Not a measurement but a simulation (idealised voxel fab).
Process module, titled voxel lift off
Xsec cut, 140 nm wide, square cell size 5 nm.
Throughout this document, each cross-section is represented as a grid of square cells and is presented as a sequence of bands enumerated from the top downward, where a band comprises one or more rows of cells. The entry gives the band's vertical extent as a top height and a bottom height in nm, then its horizontal make-up as materials from left to right, each with a width in nm. "air" stands for empty space; a single material marked "full width" fills the band edge to edge. Where do heights start? At 0: under that level the wafer as delivered is made of one material only. And the lowest band has no floor; it just carries on downward, as in "from 0 down". The expression "30..40" gives the width at the extremes of the band, the first number at its top row of cells and the second at its bottom row, with the width changing by equal amounts from each row to the next in between. "all unchanged", as given for a step, is the statement that not any cell of the cross-section underwent a change during that step. "Closed void inventory" means: voids of 8 cells or more that are shut off from the top with no open way through. Written width x height at distance, distance from the left edge, in nm. Heads up: the bit after the settings on a step's line is the simulator's remark on that step. The setting "overlay nm" may be written on the line of a step. When the step uses a mask, the value reports how far to the right of the planned place the mask lay, and a negative value reports that it lay to the left.
-- Process steps - plan
1) RECEIVE: material Si
2) CONFORMAL_DEP: material Al2O3, thk nm 15
3) PATTERN: tone open, mask id LINES, material resist, width nm 25, pitch nm 40, thk nm 20, overlay nm 0
4) DIRECTIONAL_DEP: material Ru, thk nm 10
5) STRIP: etch materials resist
6) CONFORMAL_DEP: material SiO2, thk nm 10
-- Cross-section of the wafer at receipt, which is the condition after step 1
from 0 down = Si full width
Closed void inventory: none
-- Cross-section, first of two wafers, end of module, run as planned
from 35 to 25 = air=25; SiO2=85; air=30
from 25 to 15 = SiO2=35; Ru=25; SiO2=15; Ru=25; SiO2=40
from 15 to 0 = Al2O3 full width
from 0 down = Si full width
Closed void inventory: none
-- This is the second of the two wafers, cross-sectioned at the end of the module; it started exactly like the first and was given the same plan, but it was run with one mistake
from 35 to 25 = air=30; SiO2=35; air=5; SiO2=35; air=35
from 25 to 15 = SiO2=40; Ru=15; SiO2=25; Ru=15; SiO2=45
from 15 to 0 = Al2O3 full width
from 0 down = Si full width
Closed void inventory: none
what went wrong: step 3 changed vs plan, executed as PATTERN: tone open, mask id LINES, material resist, width nm 15, pitch nm 40, thk nm 20, overlay nm 0
Bottom line after processing is that, in cells, the second wafer is up or down on some materials versus the first: Ru -8 | SiO2 +2
